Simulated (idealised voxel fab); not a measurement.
process module | voxel transistor to metal
cross-section cut | 175 nm wide | cells 5 nm
A cross-section is a grid of square cells, given in bands from the top down. A band is one or more rows of cells.
Each band's line starts with the height of the band's top and of its bottom, in nm. Then come its materials from left to right, each with its width in nm. One material with "throughout" fills the band from edge to edge. "air" is empty space.
Height 0 is the level under which the wafer as received is all one material. The lowest band goes on downwards, as in "0 down".
A width such as "30 to 40" changes by the same amount from each row of cells to the next, from the band's top row to its bottom row.
"no change" after a step means that no cell of the cross-section changed.
closed voids: empty space of 8 cells or more with no open way to the top, each as width x height at its distance from the left edge, in nm
after a step's settings: what the simulator itself notes on the step
overlay nm, on a step with a mask: how far to the right of its planned place the mask lay; to the left if negative
plan
1 op RECEIVE | material Si
2 op OXIDIZE | depth nm 5
3 op CONFORMAL_DEP | material SiN | thk nm 10
4 op MASKED_ETCH | tone cover | mask id ACTIVE | width nm 110 | etch materials SiN | depth nm 10 | overlay nm 0
5 op MASKED_ETCH | tone cover | mask id ACTIVE | width nm 110 | etch materials SiO2 | depth nm 5 | overlay nm 0
6 op MASKED_ETCH | tone cover | mask id ACTIVE | width nm 110 | etch materials Si | depth nm 25 | overlay nm 0
7 op OXIDIZE | depth nm 5
8 op FILL_DEP | material SiO2 | thk nm 5
9 op CMP | height nm 10
10 op SELECTIVE_ETCH | etch materials SiO2 | depth nm 5
11 op STRIP | etch materials SiN
12 op SELECTIVE_ETCH | etch materials SiO2 | depth nm 5
13 op OXIDIZE | depth nm 5
14 op DIRECTIONAL_DEP | material polySi | thk nm 25
15 op DIRECTIONAL_DEP | material SiCN | thk nm 15
16 op MASKED_ETCH | tone cover | mask id GATE | width nm 30 | etch materials SiCN | depth nm 25 | overlay nm 0
17 op MASKED_ETCH | tone cover | mask id GATE | width nm 30 | etch materials polySi | depth nm 35 | overlay nm 0
18 op CONFORMAL_DEP | material SiO2 | thk nm 5
19 op DIRECTIONAL_ETCH | etch materials SiO2 | depth nm 5
20 op CONFORMAL_DEP | material SiN | thk nm 5
21 op DIRECTIONAL_ETCH | etch materials SiN | depth nm 5
22 op DIRECTIONAL_ETCH | etch materials SiO2 | depth nm 5
23 op DIRECTIONAL_ETCH | etch materials Si | depth nm 10
24 op EPI | material nSi | thk nm 10
25 op FILL_DEP | material SiO2 | thk nm 10
26 op CMP | height nm 20
27 op STRIP | etch materials polySi
28 op SELECTIVE_ETCH | etch materials SiO2 | depth nm 5
29 op CONFORMAL_DEP | material HfO2 | thk nm 5
30 op CONFORMAL_DEP | material TiN | thk nm 5
31 op FILL_DEP | material W | thk nm 10
32 op CMP | height nm 15
33 op DIRECTIONAL_DEP | material SiO2 | thk nm 10
34 op DIRECTIONAL_DEP | material aC | thk nm 15
35 op PATTERN | tone open | mask id CONTACT | material resist | width nm 15 | pitch nm 75 | thk nm 35 | overlay nm 0
36 op DIRECTIONAL_ETCH | etch materials aC | depth nm 15
37 op STRIP | etch materials resist
38 op DIRECTIONAL_ETCH | etch materials SiO2 | depth nm 35
39 op STRIP | etch materials aC
40 op CONFORMAL_DEP | material TiN | thk nm 5
41 op FILL_DEP | material Ru | thk nm 5
42 op CMP | height nm 25
43 op DIRECTIONAL_DEP | material TiN | thk nm 5
44 op DIRECTIONAL_DEP | material W | thk nm 25
45 op DIRECTIONAL_DEP | material aC | thk nm 10
46 op PATTERN | tone cover | mask id METAL_1 | material resist | width nm 15 | pitch nm 75 | thk nm 25 | overlay nm 0
47 op DIRECTIONAL_ETCH | etch materials aC | depth nm 10
48 op STRIP | etch materials resist
49 op DIRECTIONAL_ETCH | etch materials W | depth nm 25
50 op DIRECTIONAL_ETCH | etch materials TiN | depth nm 5
51 op STRIP | etch materials aC
52 op CONFORMAL_DEP | material SiCN | thk nm 5
53 op FILL_DEP | material lowk | thk nm 5
54 op CMP | height nm 55
55 op CONFORMAL_DEP | material SiCN | thk nm 5
first wafer, as planned
as received, after step 1
  0 down: Si throughout
  closed voids: none
after step 2
  0 to -5: SiO2 throughout
  below -5: unchanged
after step 3
  10 to 0: SiN throughout
  below 0: unchanged
after step 4
  10 to 0: air 30 | SiN 110 | air 35
  below 0: unchanged
after step 5
  10 to 0: air 30 | SiN 110 | air 35
  0 to -5: air 30 | SiO2 110 | air 35
  below -5: unchanged
after step 6
  10 to 0: air 30 | SiN 110 | air 35
  0 to -5: air 30 | SiO2 110 | air 35
  -5 to -30: air 30 | Si 110 | air 35
  below -30: unchanged
after step 7
  10 to 0: air 30 | SiN 110 | air 35
  0 to -5: air 30 | SiO2 110 | air 35
  -5 to -30: air 30 | SiO2 5 | Si 100 | SiO2 5 | air 35
  -30 to -35: SiO2 35 | Si 100 | SiO2 40
  below -35: unchanged
after step 8
  15 to 10: SiO2 throughout
  10 to 0: SiO2 30 | SiN 110 | SiO2 35
  0 to -5: SiO2 throughout
  -5 to -35: SiO2 35 | Si 100 | SiO2 40
  below -35: unchanged
after step 9
  10 to 0: SiO2 30 | SiN 110 | SiO2 35
  below 0: unchanged
after step 10
  10 to 5: air 30 | SiN 110 | air 35
  below 5: unchanged
after step 11
  5 to 0: SiO2 30 | air 110 | SiO2 35
  below 0: unchanged
after step 12
  0 to -5: SiO2 25 | air 120 | SiO2 30
  below -5: unchanged
after step 13
  0 to -5: SiO2 25 | air 120 | SiO2 30
  -5 to -10: SiO2 throughout
  below -10: unchanged
after step 14
  25 to 20: polySi 25 | air 120 | polySi 30
  20 to 0: polySi throughout
  0 to -5: SiO2 25 | polySi 120 | SiO2 30
  below -5: unchanged
after step 15
  40 to 35: SiCN 25 | air 120 | SiCN 30
  35 to 25: SiCN throughout
  25 to 20: polySi 25 | SiCN 120 | polySi 30
  below 20: unchanged
after step 16
  35 to 25: air 70 | SiCN 30 | air 75
  25 to 20: polySi 25 | air 45 | SiCN 30 | air 45 | polySi 30
  below 20: unchanged
after step 17
  35 to 20: air 70 | SiCN 30 | air 75
  20 to 0: air 70 | polySi 30 | air 75
  0 to -5: SiO2 25 | air 45 | polySi 30 | air 45 | SiO2 30
  below -5: unchanged
after step 18
  40 to 35: air 65 | SiO2 40 | air 70
  35 to 20: air 65 | SiO2 5 | SiCN 30 | SiO2 5 | air 70
  20 to 5: air 65 | SiO2 5 | polySi 30 | SiO2 5 | air 70
  5 to 0: SiO2 30 | air 35 | SiO2 5 | polySi 30 | SiO2 5 | air 35 | SiO2 35
  0 to -5: SiO2 70 | polySi 30 | SiO2 75
  below -5: unchanged
after step 19
  35 to 20: air 65 | SiO2 5 | SiCN 30 | SiO2 5 | air 70
  20 to 0: air 65 | SiO2 5 | polySi 30 | SiO2 5 | air 70
  0 to -5: SiO2 30 | air 35 | SiO2 5 | polySi 30 | SiO2 5 | air 35 | SiO2 35
  below -5: unchanged
after step 20
  40 to 35: air 60 | SiN 50 | air 65
  35 to 20: air 60 | SiN 5 | SiO2 5 | SiCN 30 | SiO2 5 | SiN 5 | air 65
  20 to 5: air 60 | SiN 5 | SiO2 5 | polySi 30 | SiO2 5 | SiN 5 | air 65
  5 to 0: SiN 35 | air 25 | SiN 5 | SiO2 5 | polySi 30 | SiO2 5 | SiN 5 | air 25 | SiN 40
  0 to -5: SiO2 30 | SiN 35 | SiO2 5 | polySi 30 | SiO2 5 | SiN 35 | SiO2 35
  below -5: unchanged
after step 21
  35 to 20: air 60 | SiN 5 | SiO2 5 | SiCN 30 | SiO2 5 | SiN 5 | air 65
  20 to 0: air 60 | SiN 5 | SiO2 5 | polySi 30 | SiO2 5 | SiN 5 | air 65
  0 to -5: SiO2 30 | SiN 5 | air 25 | SiN 5 | SiO2 5 | polySi 30 | SiO2 5 | SiN 5 | air 25 | SiN 5 | SiO2 35
  below -5: unchanged
after step 22
  35 to 30: air 60 | SiN 5 | air 5 | SiCN 30 | air 5 | SiN 5 | air 65
  30 to 20: air 60 | SiN 5 | SiO2 5 | SiCN 30 | SiO2 5 | SiN 5 | air 65
  20 to 0: air 60 | SiN 5 | SiO2 5 | polySi 30 | SiO2 5 | SiN 5 | air 65
  0 to -5: air 30 | SiN 5 | air 25 | SiN 5 | SiO2 5 | polySi 30 | SiO2 5 | SiN 5 | air 25 | SiN 5 | air 35
  -5 to -10: SiO2 35 | air 25 | SiO2 50 | air 25 | SiO2 40
  below -10: unchanged
after step 23
  35 to 30: air 60 | SiN 5 | air 5 | SiCN 30 | air 5 | SiN 5 | air 65
  30 to 20: air 60 | SiN 5 | SiO2 5 | SiCN 30 | SiO2 5 | SiN 5 | air 65
  20 to 0: air 60 | SiN 5 | SiO2 5 | polySi 30 | SiO2 5 | SiN 5 | air 65
  0 to -5: air 30 | SiN 5 | air 25 | SiN 5 | SiO2 5 | polySi 30 | SiO2 5 | SiN 5 | air 25 | SiN 5 | air 35
  -5 to -10: SiO2 35 | air 25 | SiO2 50 | air 25 | SiO2 40
  -10 to -20: SiO2 35 | air 25 | Si 50 | air 25 | SiO2 40
  below -20: unchanged
after step 24
  35 to 30: air 60 | SiN 5 | air 5 | SiCN 30 | air 5 | SiN 5 | air 65
  30 to 20: air 60 | SiN 5 | SiO2 5 | SiCN 30 | SiO2 5 | SiN 5 | air 65
  20 to 0: air 60 | SiN 5 | SiO2 5 | polySi 30 | SiO2 5 | SiN 5 | air 65
  0 to -5: air 30 | SiN 5 | air 15 | nSi 10 | SiN 5 | SiO2 5 | polySi 30 | SiO2 5 | SiN 5 | nSi 10 | air 15 | SiN 5 | air 35
  -5 to -10: SiO2 35 | air 15 | nSi 10 | SiO2 50 | nSi 10 | air 15 | SiO2 40
  -10 to -20: SiO2 35 | nSi 25 | Si 50 | nSi 25 | SiO2 40
  below -20: unchanged
after step 25
  45 to 35: SiO2 throughout
  35 to 20: SiO2 60 | SiN 5 | SiO2 5 | SiCN 30 | SiO2 5 | SiN 5 | SiO2 65
  20 to 0: SiO2 60 | SiN 5 | SiO2 5 | polySi 30 | SiO2 5 | SiN 5 | SiO2 65
  0 to -5: SiO2 30 | SiN 5 | SiO2 15 | nSi 10 | SiN 5 | SiO2 5 | polySi 30 | SiO2 5 | SiN 5 | nSi 10 | SiO2 15 | SiN 5 | SiO2 35
  -5 to -10: SiO2 50 | nSi 10 | SiO2 50 | nSi 10 | SiO2 55
  below -10: unchanged
after step 26
  20 to 0: SiO2 60 | SiN 5 | SiO2 5 | polySi 30 | SiO2 5 | SiN 5 | SiO2 65
  below 0: unchanged
after step 27
  20 to 0: SiO2 60 | SiN 5 | SiO2 5 | air 30 | SiO2 5 | SiN 5 | SiO2 65
  0 to -5: SiO2 30 | SiN 5 | SiO2 15 | nSi 10 | SiN 5 | SiO2 5 | air 30 | SiO2 5 | SiN 5 | nSi 10 | SiO2 15 | SiN 5 | SiO2 35
  below -5: unchanged
after step 28
  20 to 15: air 60 | SiN 5 | air 40 | SiN 5 | air 65
  15 to 0: SiO2 60 | SiN 5 | air 40 | SiN 5 | SiO2 65
  0 to -5: SiO2 30 | SiN 5 | SiO2 15 | nSi 10 | SiN 5 | air 40 | SiN 5 | nSi 10 | SiO2 15 | SiN 5 | SiO2 35
  -5 to -10: SiO2 50 | nSi 10 | SiO2 5 | air 40 | SiO2 5 | nSi 10 | SiO2 55
  below -10: unchanged
after step 29
  25 to 20: air 55 | HfO2 15 | air 30 | HfO2 15 | air 60
  20 to 15: HfO2 60 | SiN 5 | HfO2 5 | air 30 | HfO2 5 | SiN 5 | HfO2 65
  15 to 0: SiO2 60 | SiN 5 | HfO2 5 | air 30 | HfO2 5 | SiN 5 | SiO2 65
  0 to -5: SiO2 30 | SiN 5 | SiO2 15 | nSi 10 | SiN 5 | HfO2 5 | air 30 | HfO2 5 | SiN 5 | nSi 10 | SiO2 15 | SiN 5 | SiO2 35
  -5 to -10: SiO2 50 | nSi 10 | SiO2 5 | HfO2 40 | SiO2 5 | nSi 10 | SiO2 55
  below -10: unchanged
after step 30
  30 to 25: air 50 | TiN 25 | air 20 | TiN 25 | air 55
  25 to 20: TiN 55 | HfO2 15 | TiN 5 | air 20 | TiN 5 | HfO2 15 | TiN 60
  20 to 15: HfO2 60 | SiN 5 | HfO2 5 | TiN 5 | air 20 | TiN 5 | HfO2 5 | SiN 5 | HfO2 65
  15 to 0: SiO2 60 | SiN 5 | HfO2 5 | TiN 5 | air 20 | TiN 5 | HfO2 5 | SiN 5 | SiO2 65
  0 to -5: SiO2 30 | SiN 5 | SiO2 15 | nSi 10 | SiN 5 | HfO2 5 | TiN 30 | HfO2 5 | SiN 5 | nSi 10 | SiO2 15 | SiN 5 | SiO2 35
  below -5: unchanged
after step 31
  40 to 30: W throughout
  30 to 25: W 50 | TiN 25 | W 20 | TiN 25 | W 55
  25 to 20: TiN 55 | HfO2 15 | TiN 5 | W 20 | TiN 5 | HfO2 15 | TiN 60
  20 to 15: HfO2 60 | SiN 5 | HfO2 5 | TiN 5 | W 20 | TiN 5 | HfO2 5 | SiN 5 | HfO2 65
  15 to 0: SiO2 60 | SiN 5 | HfO2 5 | TiN 5 | W 20 | TiN 5 | HfO2 5 | SiN 5 | SiO2 65
  below 0: unchanged
after step 32
  15 to 0: SiO2 60 | SiN 5 | HfO2 5 | TiN 5 | W 20 | TiN 5 | HfO2 5 | SiN 5 | SiO2 65
  below 0: unchanged
after step 33
  25 to 15: SiO2 throughout
  below 15: unchanged
after step 34
  40 to 25: aC throughout
  below 25: unchanged
after step 35
  75 to 40: resist 40 | air 15 | resist 60 | air 15 | resist 45
  below 40: unchanged
after step 36
  60 to 40: resist 40 | air 15 | resist 60 | air 15 | resist 45
  40 to 25: aC 40 | air 15 | aC 60 | air 15 | aC 45
  below 25: unchanged
after step 37
  40 to 25: aC 40 | air 15 | aC 60 | air 15 | aC 45
  below 25: unchanged
after step 38
  40 to 25: aC 40 | air 15 | aC 60 | air 15 | aC 45
  25 to 15: SiO2 40 | air 15 | SiO2 60 | air 15 | SiO2 45
  15 to 0: SiO2 40 | air 15 | SiO2 5 | SiN 5 | HfO2 5 | TiN 5 | W 20 | TiN 5 | HfO2 5 | SiN 5 | SiO2 5 | air 15 | SiO2 45
  0 to -5: SiO2 30 | SiN 5 | SiO2 5 | air 10 | nSi 10 | SiN 5 | HfO2 5 | TiN 30 | HfO2 5 | SiN 5 | nSi 10 | air 10 | SiO2 5 | SiN 5 | SiO2 35
  -5 to -10: SiO2 40 | air 10 | nSi 10 | SiO2 5 | HfO2 40 | SiO2 5 | nSi 10 | air 10 | SiO2 45
  below -10: unchanged
after step 39
  25 to 15: SiO2 40 | air 15 | SiO2 60 | air 15 | SiO2 45
  below 15: unchanged
after step 40
  30 to 25: TiN 45 | air 5 | TiN 70 | air 5 | TiN 50
  25 to 15: SiO2 40 | TiN 5 | air 5 | TiN 5 | SiO2 60 | TiN 5 | air 5 | TiN 5 | SiO2 45
  15 to 5: SiO2 40 | TiN 5 | air 5 | TiN 5 | SiO2 5 | SiN 5 | HfO2 5 | TiN 5 | W 20 | TiN 5 | HfO2 5 | SiN 5 | SiO2 5 | TiN 5 | air 5 | TiN 5 | SiO2 45
  5 to 0: SiO2 40 | TiN 15 | SiO2 5 | SiN 5 | HfO2 5 | TiN 5 | W 20 | TiN 5 | HfO2 5 | SiN 5 | SiO2 5 | TiN 15 | SiO2 45
  0 to -5: SiO2 30 | SiN 5 | SiO2 5 | TiN 10 | nSi 10 | SiN 5 | HfO2 5 | TiN 30 | HfO2 5 | SiN 5 | nSi 10 | TiN 10 | SiO2 5 | SiN 5 | SiO2 35
  -5 to -10: SiO2 40 | TiN 10 | nSi 10 | SiO2 5 | HfO2 40 | SiO2 5 | nSi 10 | TiN 10 | SiO2 45
  below -10: unchanged
after step 41
  35 to 30: Ru throughout
  30 to 25: TiN 45 | Ru 5 | TiN 70 | Ru 5 | TiN 50
  25 to 15: SiO2 40 | TiN 5 | Ru 5 | TiN 5 | SiO2 60 | TiN 5 | Ru 5 | TiN 5 | SiO2 45
  15 to 5: SiO2 40 | TiN 5 | Ru 5 | TiN 5 | SiO2 5 | SiN 5 | HfO2 5 | TiN 5 | W 20 | TiN 5 | HfO2 5 | SiN 5 | SiO2 5 | TiN 5 | Ru 5 | TiN 5 | SiO2 45
  below 5: unchanged
after step 42
  25 to 15: SiO2 40 | TiN 5 | Ru 5 | TiN 5 | SiO2 60 | TiN 5 | Ru 5 | TiN 5 | SiO2 45
  below 15: unchanged
after step 43
  30 to 25: TiN throughout
  below 25: unchanged
after step 44
  55 to 30: W throughout
  below 30: unchanged
after step 45
  65 to 55: aC throughout
  below 55: unchanged
after step 46
  90 to 65: air 40 | resist 15 | air 60 | resist 15 | air 45
  below 65: unchanged
after step 47
  80 to 65: air 40 | resist 15 | air 60 | resist 15 | air 45
  65 to 55: air 40 | aC 15 | air 60 | aC 15 | air 45
  below 55: unchanged
after step 48
  65 to 55: air 40 | aC 15 | air 60 | aC 15 | air 45
  below 55: unchanged
after step 49
  65 to 55: air 40 | aC 15 | air 60 | aC 15 | air 45
  55 to 30: air 40 | W 15 | air 60 | W 15 | air 45
  below 30: unchanged
after step 50
  65 to 55: air 40 | aC 15 | air 60 | aC 15 | air 45
  55 to 30: air 40 | W 15 | air 60 | W 15 | air 45
  30 to 25: air 40 | TiN 15 | air 60 | TiN 15 | air 45
  below 25: unchanged
after step 51
  55 to 30: air 40 | W 15 | air 60 | W 15 | air 45
  below 30: unchanged
after step 52
  60 to 55: air 35 | SiCN 25 | air 50 | SiCN 25 | air 40
  55 to 30: air 35 | SiCN 5 | W 15 | SiCN 5 | air 50 | SiCN 5 | W 15 | SiCN 5 | air 40
  30 to 25: SiCN 40 | TiN 15 | SiCN 60 | TiN 15 | SiCN 45
  below 25: unchanged
after step 53
  65 to 60: lowk throughout
  60 to 55: lowk 35 | SiCN 25 | lowk 50 | SiCN 25 | lowk 40
  55 to 30: lowk 35 | SiCN 5 | W 15 | SiCN 5 | lowk 50 | SiCN 5 | W 15 | SiCN 5 | lowk 40
  below 30: unchanged
after step 54
  55 to 30: lowk 35 | SiCN 5 | W 15 | SiCN 5 | lowk 50 | SiCN 5 | W 15 | SiCN 5 | lowk 40
  below 30: unchanged
after step 55
  60 to 55: SiCN throughout
  below 55: unchanged
second wafer: like start, like plan, one mistake. Through step 28 it matches the first wafer
when step 29 should have ended
  35 to 30: air 45 | HfO2 35 | air 10 | HfO2 35 | air 50
  30 to 20: HfO2 80 | air 10 | HfO2 85
  20 to 15: HfO2 60 | SiN 5 | HfO2 15 | air 10 | HfO2 15 | SiN 5 | HfO2 65
  15 to 5: SiO2 60 | SiN 5 | HfO2 15 | air 10 | HfO2 15 | SiN 5 | SiO2 65
  5 to 0: SiO2 60 | SiN 5 | HfO2 40 | SiN 5 | SiO2 65
  0 to -5: SiO2 30 | SiN 5 | SiO2 15 | nSi 10 | SiN 5 | HfO2 40 | SiN 5 | nSi 10 | SiO2 15 | SiN 5 | SiO2 35
  -5 to -10: SiO2 50 | nSi 10 | SiO2 5 | HfO2 40 | SiO2 5 | nSi 10 | SiO2 55
  below -10: unchanged
when step 30 should have ended
  40 to 35: air 40 | TiN 90 | air 45
  35 to 30: TiN 45 | HfO2 35 | TiN 10 | HfO2 35 | TiN 50
  30 to 20: HfO2 80 | TiN 10 | HfO2 85
  20 to 15: HfO2 60 | SiN 5 | HfO2 15 | TiN 10 | HfO2 15 | SiN 5 | HfO2 65
  15 to 5: SiO2 60 | SiN 5 | HfO2 15 | TiN 10 | HfO2 15 | SiN 5 | SiO2 65
  below 5: unchanged
when step 31 should have ended
  50 to 40: W throughout
  40 to 35: W 40 | TiN 90 | W 45
  below 35: unchanged
when step 32 should have ended
  15 to 5: SiO2 60 | SiN 5 | HfO2 15 | TiN 10 | HfO2 15 | SiN 5 | SiO2 65
  below 5: unchanged
when step 33 should have ended
  25 to 15: SiO2 throughout
  below 15: unchanged
when step 34 should have ended
  40 to 25: aC throughout
  below 25: unchanged
when step 35 should have ended
  75 to 40: resist 40 | air 15 | resist 60 | air 15 | resist 45
  below 40: unchanged
when step 36 should have ended
  60 to 40: resist 40 | air 15 | resist 60 | air 15 | resist 45
  40 to 25: aC 40 | air 15 | aC 60 | air 15 | aC 45
  below 25: unchanged
when step 37 should have ended
  40 to 25: aC 40 | air 15 | aC 60 | air 15 | aC 45
  below 25: unchanged
when step 38 should have ended
  40 to 25: aC 40 | air 15 | aC 60 | air 15 | aC 45
  25 to 15: SiO2 40 | air 15 | SiO2 60 | air 15 | SiO2 45
  15 to 5: SiO2 40 | air 15 | SiO2 5 | SiN 5 | HfO2 15 | TiN 10 | HfO2 15 | SiN 5 | SiO2 5 | air 15 | SiO2 45
  5 to 0: SiO2 40 | air 15 | SiO2 5 | SiN 5 | HfO2 40 | SiN 5 | SiO2 5 | air 15 | SiO2 45
  0 to -5: SiO2 30 | SiN 5 | SiO2 5 | air 10 | nSi 10 | SiN 5 | HfO2 40 | SiN 5 | nSi 10 | air 10 | SiO2 5 | SiN 5 | SiO2 35
  -5 to -10: SiO2 40 | air 10 | nSi 10 | SiO2 5 | HfO2 40 | SiO2 5 | nSi 10 | air 10 | SiO2 45
  below -10: unchanged
when step 39 should have ended
  25 to 15: SiO2 40 | air 15 | SiO2 60 | air 15 | SiO2 45
  below 15: unchanged
when step 40 should have ended
  30 to 25: TiN 45 | air 5 | TiN 70 | air 5 | TiN 50
  25 to 15: SiO2 40 | TiN 5 | air 5 | TiN 5 | SiO2 60 | TiN 5 | air 5 | TiN 5 | SiO2 45
  15 to 5: SiO2 40 | TiN 5 | air 5 | TiN 5 | SiO2 5 | SiN 5 | HfO2 15 | TiN 10 | HfO2 15 | SiN 5 | SiO2 5 | TiN 5 | air 5 | TiN 5 | SiO2 45
  5 to 0: SiO2 40 | TiN 15 | SiO2 5 | SiN 5 | HfO2 40 | SiN 5 | SiO2 5 | TiN 15 | SiO2 45
  0 to -5: SiO2 30 | SiN 5 | SiO2 5 | TiN 10 | nSi 10 | SiN 5 | HfO2 40 | SiN 5 | nSi 10 | TiN 10 | SiO2 5 | SiN 5 | SiO2 35
  -5 to -10: SiO2 40 | TiN 10 | nSi 10 | SiO2 5 | HfO2 40 | SiO2 5 | nSi 10 | TiN 10 | SiO2 45
  below -10: unchanged
when step 41 should have ended
  35 to 30: Ru throughout
  30 to 25: TiN 45 | Ru 5 | TiN 70 | Ru 5 | TiN 50
  25 to 15: SiO2 40 | TiN 5 | Ru 5 | TiN 5 | SiO2 60 | TiN 5 | Ru 5 | TiN 5 | SiO2 45
  15 to 5: SiO2 40 | TiN 5 | Ru 5 | TiN 5 | SiO2 5 | SiN 5 | HfO2 15 | TiN 10 | HfO2 15 | SiN 5 | SiO2 5 | TiN 5 | Ru 5 | TiN 5 | SiO2 45
  below 5: unchanged
when step 42 should have ended
  25 to 15: SiO2 40 | TiN 5 | Ru 5 | TiN 5 | SiO2 60 | TiN 5 | Ru 5 | TiN 5 | SiO2 45
  below 15: unchanged
when step 43 should have ended
  30 to 25: TiN throughout
  below 25: unchanged
when step 44 should have ended
  55 to 30: W throughout
  below 30: unchanged
when step 45 should have ended
  65 to 55: aC throughout
  below 55: unchanged
when step 46 should have ended
  90 to 65: air 40 | resist 15 | air 60 | resist 15 | air 45
  below 65: unchanged
when step 47 should have ended
  80 to 65: air 40 | resist 15 | air 60 | resist 15 | air 45
  65 to 55: air 40 | aC 15 | air 60 | aC 15 | air 45
  below 55: unchanged
when step 48 should have ended
  65 to 55: air 40 | aC 15 | air 60 | aC 15 | air 45
  below 55: unchanged
when step 49 should have ended
  65 to 55: air 40 | aC 15 | air 60 | aC 15 | air 45
  55 to 30: air 40 | W 15 | air 60 | W 15 | air 45
  below 30: unchanged
when step 50 should have ended
  65 to 55: air 40 | aC 15 | air 60 | aC 15 | air 45
  55 to 30: air 40 | W 15 | air 60 | W 15 | air 45
  30 to 25: air 40 | TiN 15 | air 60 | TiN 15 | air 45
  below 25: unchanged
when step 51 should have ended
  55 to 30: air 40 | W 15 | air 60 | W 15 | air 45
  below 30: unchanged
when step 52 should have ended
  60 to 55: air 35 | SiCN 25 | air 50 | SiCN 25 | air 40
  55 to 30: air 35 | SiCN 5 | W 15 | SiCN 5 | air 50 | SiCN 5 | W 15 | SiCN 5 | air 40
  30 to 25: SiCN 40 | TiN 15 | SiCN 60 | TiN 15 | SiCN 45
  below 25: unchanged
when step 53 should have ended
  65 to 60: lowk throughout
  60 to 55: lowk 35 | SiCN 25 | lowk 50 | SiCN 25 | lowk 40
  55 to 30: lowk 35 | SiCN 5 | W 15 | SiCN 5 | lowk 50 | SiCN 5 | W 15 | SiCN 5 | lowk 40
  below 30: unchanged
when step 54 should have ended
  55 to 30: lowk 35 | SiCN 5 | W 15 | SiCN 5 | lowk 50 | SiCN 5 | W 15 | SiCN 5 | lowk 40
  below 30: unchanged
when step 55 should have ended
  60 to 55: SiCN throughout
  below 55: unchanged
what went wrong: step 29 ran as: op CONFORMAL_DEP | material HfO2 | thk nm 15
at the end the second wafer has, in cells: 20 more of HfO2 | 8 fewer of TiN | 12 fewer of W
